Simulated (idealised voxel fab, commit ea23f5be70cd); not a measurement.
process module | voxel gate over fins
cross-section cut | 180 nm wide | cells 5 nm
A cross-section is a grid of square cells, given in bands from the top down. A band is one or more rows of cells.
Each band's line starts with the height of the band's top and of its bottom, in nm. Then come its materials from left to right, each with its width in nm. One material with "throughout" fills the band from edge to edge. "air" is empty space.
Height 0 is the level under which the wafer as received is all one material. The lowest band goes on downwards, as in "0 down".
A width such as "30 to 40" changes by the same amount from each row of cells to the next, from the band's top row to its bottom row.
"no change" after a step means that no cell of the cross-section changed.
closed voids: empty space of 8 cells or more with no open way to the top, each as width x height at its distance from the left edge, in nm
after a step's settings: what the simulator itself notes on the step
overlay nm, on a step with a mask: how far to the right of its planned place the mask lay; to the left if negative
plan
1 op RECEIVE | material Si
2 op CONFORMAL_DEP | material SiN | thk nm 10
3 op PATTERN | tone cover | mask id FINS | material resist | width nm 15 | pitch nm 35 | thk nm 20 | overlay nm 0
4 op DIRECTIONAL_ETCH | etch materials SiN | depth nm 10
5 op DIRECTIONAL_ETCH | etch materials Si | depth nm 35
6 op STRIP | etch materials resist
7 op OXIDIZE | depth nm 5
8 op FILL_DEP | material SiO2 | thk nm 5
9 op CMP | height nm 10
10 op SELECTIVE_ETCH | etch materials SiO2 | depth nm 25
11 op STRIP | etch materials SiN
12 op CONFORMAL_DEP | material HfO2 | thk nm 5
13 op CONFORMAL_DEP | material TiN | thk nm 5
14 op FILL_DEP | material W | thk nm 10
15 op CMP | height nm 15
16 op CONFORMAL_DEP | material SiN | thk nm 5
first wafer, as planned
as received, after step 1
  0 down: Si throughout
  closed voids: none
after step 2
  10 to 0: SiN throughout
  below 0: unchanged
after step 3
  30 to 10: air 30 | resist 15 | air 20 | resist 15 | air 20 | resist 15 | air 20 | resist 15 | air 30
  below 10: unchanged
after step 4
  30 to 10: air 30 | resist 15 | air 20 | resist 15 | air 20 | resist 15 | air 20 | resist 15 | air 30
  10 to 0: air 30 | SiN 15 | air 20 | SiN 15 | air 20 | SiN 15 | air 20 | SiN 15 | air 30
  below 0: unchanged
after step 5
  30 to 10: air 30 | resist 15 | air 20 | resist 15 | air 20 | resist 15 | air 20 | resist 15 | air 30
  10 to 0: air 30 | SiN 15 | air 20 | SiN 15 | air 20 | SiN 15 | air 20 | SiN 15 | air 30
  0 to -35: air 30 | Si 15 | air 20 | Si 15 | air 20 | Si 15 | air 20 | Si 15 | air 30
  below -35: unchanged
after step 6
  10 to 0: air 30 | SiN 15 | air 20 | SiN 15 | air 20 | SiN 15 | air 20 | SiN 15 | air 30
  below 0: unchanged
after step 7
  10 to 0: air 30 | SiN 15 | air 20 | SiN 15 | air 20 | SiN 15 | air 20 | SiN 15 | air 30
  0 to -35: air 30 | SiO2 5 | Si 5 | SiO2 5 | air 20 | SiO2 5 | Si 5 | SiO2 5 | air 20 | SiO2 5 | Si 5 | SiO2 5 | air 20 | SiO2 5 | Si 5 | SiO2 5 | air 30
  -35 to -40: SiO2 35 | Si 5 | SiO2 30 | Si 5 | SiO2 30 | Si 5 | SiO2 30 | Si 5 | SiO2 35
  below -40: unchanged
after step 8
  15 to 10: SiO2 throughout
  10 to 0: SiO2 30 | SiN 15 | SiO2 20 | SiN 15 | SiO2 20 | SiN 15 | SiO2 20 | SiN 15 | SiO2 30
  0 to -40: SiO2 35 | Si 5 | SiO2 30 | Si 5 | SiO2 30 | Si 5 | SiO2 30 | Si 5 | SiO2 35
  below -40: unchanged
after step 9
  10 to 0: SiO2 30 | SiN 15 | SiO2 20 | SiN 15 | SiO2 20 | SiN 15 | SiO2 20 | SiN 15 | SiO2 30
  below 0: unchanged
after step 10
  10 to 0: air 30 | SiN 15 | air 20 | SiN 15 | air 20 | SiN 15 | air 20 | SiN 15 | air 30
  0 to -15: air 35 | Si 5 | air 30 | Si 5 | air 30 | Si 5 | air 30 | Si 5 | air 35
  below -15: unchanged
after step 11
  0 to -15: air 35 | Si 5 | air 30 | Si 5 | air 30 | Si 5 | air 30 | Si 5 | air 35
  below -15: unchanged
after step 12
  5 to 0: air 30 | HfO2 15 | air 20 | HfO2 15 | air 20 | HfO2 15 | air 20 | HfO2 15 | air 30
  0 to -10: air 30 | HfO2 5 | Si 5 | HfO2 5 | air 20 | HfO2 5 | Si 5 | HfO2 5 | air 20 | HfO2 5 | Si 5 | HfO2 5 | air 20 | HfO2 5 | Si 5 | HfO2 5 | air 30
  -10 to -15: HfO2 35 | Si 5 | HfO2 30 | Si 5 | HfO2 30 | Si 5 | HfO2 30 | Si 5 | HfO2 35
  below -15: unchanged
after step 13
  10 to 5: air 25 | TiN 25 | air 10 | TiN 25 | air 10 | TiN 25 | air 10 | TiN 25 | air 25
  5 to 0: air 25 | TiN 5 | HfO2 15 | TiN 5 | air 10 | TiN 5 | HfO2 15 | TiN 5 | air 10 | TiN 5 | HfO2 15 | TiN 5 | air 10 | TiN 5 | HfO2 15 | TiN 5 | air 25
  0 to -5: air 25 | TiN 5 | HfO2 5 | Si 5 | HfO2 5 | TiN 5 | air 10 | TiN 5 | HfO2 5 | Si 5 | HfO2 5 | TiN 5 | air 10 | TiN 5 | HfO2 5 | Si 5 | HfO2 5 | TiN 5 | air 10 | TiN 5 | HfO2 5 | Si 5 | HfO2 5 | TiN 5 | air 25
  -5 to -10: TiN 30 | HfO2 5 | Si 5 | HfO2 5 | TiN 20 | HfO2 5 | Si 5 | HfO2 5 | TiN 20 | HfO2 5 | Si 5 | HfO2 5 | TiN 20 | HfO2 5 | Si 5 | HfO2 5 | TiN 30
  below -10: unchanged
after step 14
  20 to 10: W throughout
  10 to 5: W 25 | TiN 25 | W 10 | TiN 25 | W 10 | TiN 25 | W 10 | TiN 25 | W 25
  5 to 0: W 25 | TiN 5 | HfO2 15 | TiN 5 | W 10 | TiN 5 | HfO2 15 | TiN 5 | W 10 | TiN 5 | HfO2 15 | TiN 5 | W 10 | TiN 5 | HfO2 15 | TiN 5 | W 25
  0 to -5: W 25 | TiN 5 | HfO2 5 | Si 5 | HfO2 5 | TiN 5 | W 10 | TiN 5 | HfO2 5 | Si 5 | HfO2 5 | TiN 5 | W 10 | TiN 5 | HfO2 5 | Si 5 | HfO2 5 | TiN 5 | W 10 | TiN 5 | HfO2 5 | Si 5 | HfO2 5 | TiN 5 | W 25
  below -5: unchanged
after step 15
  15 to 10: W throughout
  below 10: unchanged
after step 16
  20 to 15: SiN throughout
  below 15: unchanged
second wafer: like start, like plan, one mistake. Through step 4 it matches the first wafer
when step 5 should have ended
  30 to 10: air 30 | resist 15 | air 20 | resist 15 | air 20 | resist 15 | air 20 | resist 15 | air 30
  10 to 0: air 30 | SiN 15 | air 20 | SiN 15 | air 20 | SiN 15 | air 20 | SiN 15 | air 30
  0 to -70: air 30 | Si 15 | air 20 | Si 15 | air 20 | Si 15 | air 20 | Si 15 | air 30
  below -70: unchanged
when step 6 should have ended
  10 to 0: air 30 | SiN 15 | air 20 | SiN 15 | air 20 | SiN 15 | air 20 | SiN 15 | air 30
  below 0: unchanged
when step 7 should have ended
  10 to 0: air 30 | SiN 15 | air 20 | SiN 15 | air 20 | SiN 15 | air 20 | SiN 15 | air 30
  0 to -70: air 30 | SiO2 5 | Si 5 | SiO2 5 | air 20 | SiO2 5 | Si 5 | SiO2 5 | air 20 | SiO2 5 | Si 5 | SiO2 5 | air 20 | SiO2 5 | Si 5 | SiO2 5 | air 30
  -70 to -75: SiO2 35 | Si 5 | SiO2 30 | Si 5 | SiO2 30 | Si 5 | SiO2 30 | Si 5 | SiO2 35
  below -75: unchanged
when step 8 should have ended
  15 to 10: SiO2 throughout
  10 to 0: SiO2 30 | SiN 15 | SiO2 20 | SiN 15 | SiO2 20 | SiN 15 | SiO2 20 | SiN 15 | SiO2 30
  0 to -75: SiO2 35 | Si 5 | SiO2 30 | Si 5 | SiO2 30 | Si 5 | SiO2 30 | Si 5 | SiO2 35
  below -75: unchanged
when step 9 should have ended
  10 to 0: SiO2 30 | SiN 15 | SiO2 20 | SiN 15 | SiO2 20 | SiN 15 | SiO2 20 | SiN 15 | SiO2 30
  below 0: unchanged
when step 10 should have ended
  10 to 0: air 30 | SiN 15 | air 20 | SiN 15 | air 20 | SiN 15 | air 20 | SiN 15 | air 30
  0 to -15: air 35 | Si 5 | air 30 | Si 5 | air 30 | Si 5 | air 30 | Si 5 | air 35
  below -15: unchanged
when step 11 should have ended
  0 to -15: air 35 | Si 5 | air 30 | Si 5 | air 30 | Si 5 | air 30 | Si 5 | air 35
  below -15: unchanged
when step 12 should have ended
  5 to 0: air 30 | HfO2 15 | air 20 | HfO2 15 | air 20 | HfO2 15 | air 20 | HfO2 15 | air 30
  0 to -10: air 30 | HfO2 5 | Si 5 | HfO2 5 | air 20 | HfO2 5 | Si 5 | HfO2 5 | air 20 | HfO2 5 | Si 5 | HfO2 5 | air 20 | HfO2 5 | Si 5 | HfO2 5 | air 30
  -10 to -15: HfO2 35 | Si 5 | HfO2 30 | Si 5 | HfO2 30 | Si 5 | HfO2 30 | Si 5 | HfO2 35
  below -15: unchanged
when step 13 should have ended
  10 to 5: air 25 | TiN 25 | air 10 | TiN 25 | air 10 | TiN 25 | air 10 | TiN 25 | air 25
  5 to 0: air 25 | TiN 5 | HfO2 15 | TiN 5 | air 10 | TiN 5 | HfO2 15 | TiN 5 | air 10 | TiN 5 | HfO2 15 | TiN 5 | air 10 | TiN 5 | HfO2 15 | TiN 5 | air 25
  0 to -5: air 25 | TiN 5 | HfO2 5 | Si 5 | HfO2 5 | TiN 5 | air 10 | TiN 5 | HfO2 5 | Si 5 | HfO2 5 | TiN 5 | air 10 | TiN 5 | HfO2 5 | Si 5 | HfO2 5 | TiN 5 | air 10 | TiN 5 | HfO2 5 | Si 5 | HfO2 5 | TiN 5 | air 25
  -5 to -10: TiN 30 | HfO2 5 | Si 5 | HfO2 5 | TiN 20 | HfO2 5 | Si 5 | HfO2 5 | TiN 20 | HfO2 5 | Si 5 | HfO2 5 | TiN 20 | HfO2 5 | Si 5 | HfO2 5 | TiN 30
  below -10: unchanged
when step 14 should have ended
  20 to 10: W throughout
  10 to 5: W 25 | TiN 25 | W 10 | TiN 25 | W 10 | TiN 25 | W 10 | TiN 25 | W 25
  5 to 0: W 25 | TiN 5 | HfO2 15 | TiN 5 | W 10 | TiN 5 | HfO2 15 | TiN 5 | W 10 | TiN 5 | HfO2 15 | TiN 5 | W 10 | TiN 5 | HfO2 15 | TiN 5 | W 25
  0 to -5: W 25 | TiN 5 | HfO2 5 | Si 5 | HfO2 5 | TiN 5 | W 10 | TiN 5 | HfO2 5 | Si 5 | HfO2 5 | TiN 5 | W 10 | TiN 5 | HfO2 5 | Si 5 | HfO2 5 | TiN 5 | W 10 | TiN 5 | HfO2 5 | Si 5 | HfO2 5 | TiN 5 | W 25
  below -5: unchanged
when step 15 should have ended
  15 to 10: W throughout
  below 10: unchanged
when step 16 should have ended
  20 to 15: SiN throughout
  below 15: unchanged
what went wrong: step 5 was run twice
at the end the second wafer has, in cells: 224 fewer of Si | 224 more of SiO2
